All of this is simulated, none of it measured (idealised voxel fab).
process module | voxel ribs on slabs
cross-section cut | 275 nm wide | cells 5 nm
A cross-section is a grid of square cells, given in bands from the top down. A band is one or more rows of cells.
Each band's line starts with the height of the band's top and of its bottom, in nm. Then come its materials from left to right, each with its width in nm. One material with "throughout" fills the band from edge to edge. "air" is empty space.
Height 0 is the level under which the wafer as received is all one material. The lowest band goes on downwards, as in "0 down".
A width such as "30 to 40" changes by the same amount from each row of cells to the next, from the band's top row to its bottom row.
"no change" after a step means that no cell of the cross-section changed.
closed voids: empty space of 8 cells or more with no open way to the top, each as width x height at its distance from the left edge, in nm
after a step's settings: what the simulator itself notes on the step
overlay nm, on a step with a mask: how far to the right of its planned place the mask lay; to the left if negative
plan
1 op RECEIVE | material Si
2 op DIRECTIONAL_DEP | material SiO2 | thk nm 20
3 op DIRECTIONAL_DEP | material polySi | thk nm 15
4 op MASKED_ETCH | tone cover | mask id RIB | width nm 15 | etch materials polySi | depth nm 5 | overlay nm 0
5 op PATTERN | tone cover | mask id SLAB | material resist | width nm 45 | thk nm 20 | overlay nm 0
6 op DIRECTIONAL_ETCH | etch materials polySi | depth nm 10
7 op STRIP | etch materials resist
8 op FILL_DEP | material SiO2 | thk nm 25
9 op CMP | height nm 55
10 op DIRECTIONAL_DEP | material W | thk nm 10
11 op MASKED_ETCH | tone cover | mask id HEATER | width nm 25 | etch materials W | depth nm 10 | overlay nm 0
12 op CONFORMAL_DEP | material SiO2 | thk nm 5
as received, after step 1
  0 down: Si throughout
  closed voids: none
a wafer at the end: this start, this plan, one mistake
  70 to 65: air 120 | SiO2 35 | air 120
  65 to 60: air 120 | SiO2 5 | W 25 | SiO2 5 | air 120
  60 to 55: SiO2 125 | W 25 | SiO2 125
  55 to 0: SiO2 throughout
  0 down: Si throughout
  closed voids: none
what went wrong: step 3 ran as: op DIRECTIONAL_DEP | material SiO2 | thk nm 15
